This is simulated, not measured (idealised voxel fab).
Process module heading - voxel spacer lines
Pictured: cross-section cut, 225 nm wide, on a grid of 5 nm square cells.
Bands, listed from the top down, are how a cross-section gets written in this document; the cross-section itself is a grid of square cells, and a band is one or more rows of them. Quick guide to a band line: top height, bottom height (nm) up front; then every material left to right with its width in nm. Only one material and it's marked "all across"? Then it fills the band edge to edge. And "blank" just means empty space. Note: height 0 marks the level under which the wafer is uniformly one material as received. Lowest band unbounded below, written "from 0 down". The notation "30->40" denotes a width that varies across the rows of cells in the band, beginning at the first number in the top row, finishing at the second number in the bottom row, and changing by an identical amount from each row to the next. Take "nothing changed" at face value: in the step it is given for, the cross-section changed in none of its cells. Look at "Unvented cavities" for the closed voids: empty spaces with no open path to the top, sized 8 cells or up. Each is width x height at distance, distance from the left edge, all nm. It should be noted that, on the line of a given step, the content following the step's settings is a remark produced by the simulator itself with respect to that step. Steps that use a mask can have "overlay nm" on their line. It says how far the mask sat to the right of where it was meant to be. Negative means to the left.

## The steps planned for the process are as follows
1. RECEIVE (material Si)
2. CONFORMAL_DEP (material SiO2; thk nm 10)
3. DIRECTIONAL_DEP (material TiN; thk nm 10)
4. DIRECTIONAL_DEP (material polySi; thk nm 20)
5. PATTERN (tone cover; mask id MANDREL; material resist; width nm 20; pitch nm 70; thk nm 30; overlay nm 0)
6. DIRECTIONAL_ETCH (etch materials polySi; depth nm 20)
7. STRIP (etch materials resist)
8. CONFORMAL_DEP (material SiN; thk nm 15)
9. DIRECTIONAL_ETCH (etch materials SiN; depth nm 15)
10. STRIP (etch materials polySi)
11. DIRECTIONAL_ETCH (etch materials TiN; depth nm 10)
12. STRIP (etch materials SiN)

## This is the cross-section of the wafer as we received it, i.e. after step 1
from 0 down: Si all across
Unvented cavities: none

## Wafer cross-section at module end: first of two, run to plan
from 20 to 10: 15 blank  15 TiN  20 blank  15 TiN  20 blank  15 TiN  20 blank  15 TiN  20 blank  15 TiN  20 blank  15 TiN  20 blank
from 10 to 0: SiO2 all across
from 0 down: Si all across
Unvented cavities: none

## Wafer two, sectioned after the module: the first wafer's start, the first wafer's plan, and one mistake in how it was run
from 40 to 20: 30 blank  20 polySi  50 blank  20 polySi  50 blank  20 polySi  35 blank
from 20 to 10: 30 blank  20 TiN  50 blank  20 TiN  50 blank  20 TiN  35 blank
from 10 to 0: SiO2 all across
from 0 down: Si all across
Unvented cavities: none
It is concluded that the wafer was processed incorrectly with respect to the plan, in that step 10 did not use the planned setting and instead ran as STRIP (etch materials SiN)
It is noted that, at the conclusion of processing, the second wafer exhibits a higher or lower cell count for certain materials relative to the first: TiN -12 | polySi +48
